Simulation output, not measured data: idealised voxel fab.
Process module name: voxel quadruple lines
The width of the displayed cross-section, cut, is 185 nm; its cells are square, with a size of 5 nm.
We lay out every cross-section as a grid of square cells and spell it out in bands from the top down, where one band means one or more rows of cells.
Each band's line starts with the height of the band's top and of its bottom, in nm. Then come its materials from left to right, each with its width in nm. One material with "all across" fills the band from edge to edge. "blank" is empty space.
Measure heights from 0. That's the level where, below it, the as-received wafer is all one material. The lowest band is bottomless and extends downward; write it as in "top 0, no bottom".
The two numbers in a width such as "30..40" mark its ends across the band: the first belongs to the top row of cells, the second to the bottom row, and from each row to the next the width moves by the same amount.
"identical to before" for a step: no cell of the cross-section changed in that step.
Under "Voids, sealed" you'll find the enclosed gaps, the ones with no way out to the top, that are 8 cells or bigger; each reads width x height at distance, with distance counted from the left edge, everything in nm.
If you see something after the settings on a step's line, that's the simulator's own remark about that step.
overlay nm, on a step with a mask: how far to the right of its planned place the mask lay; to the left if negative
### Here's what the planned process steps look like
- 1: RECEIVE, material Si
- 2: CONFORMAL_DEP, material Al2O3, thk nm 10
- 3: DIRECTIONAL_DEP, material Ru, thk nm 10
- 4: DIRECTIONAL_DEP, material polySi, thk nm 20
- 5: DIRECTIONAL_DEP, material aC, thk nm 20
- 6: PATTERN, tone cover, mask id MANDREL, material resist, width nm 25, pitch nm 80, thk nm 30, overlay nm 0
- 7: DIRECTIONAL_ETCH, etch materials aC, depth nm 20
- 8: STRIP, etch materials resist
- 9: CONFORMAL_DEP, material SiO2, thk nm 15
- 10: DIRECTIONAL_ETCH, etch materials SiO2, depth nm 15
- 11: STRIP, etch materials aC
- 12: DIRECTIONAL_ETCH, etch materials polySi, depth nm 20
- 13: STRIP, etch materials SiO2
- 14: CONFORMAL_DEP, material SiN, thk nm 5
- 15: DIRECTIONAL_ETCH, etch materials SiN, depth nm 5
- 16: STRIP, etch materials polySi
- 17: DIRECTIONAL_ETCH, etch materials Ru, depth nm 10
- 18: STRIP, etch materials SiN
### The cross-section here shows the wafer as received, i.e. in its state after step 1
- top 0, no bottom: Si all across
- Voids, sealed: none
### End-of-module cross-section. Starting structure and process plan as above; one mistake made in running it
- top 10, bottom 0: blank 20, Ru 5, blank 15, Ru 5, blank 15, Ru 5, blank 15, Ru 5, blank 15, Ru 5, blank 15, Ru 5, blank 15, Ru 5, blank 15, Ru 5, blank 20
- top 0, no bottom: Si all across
- Voids, sealed: none
Error vs. plan: step 2 of the plan never got run, it was skipped over
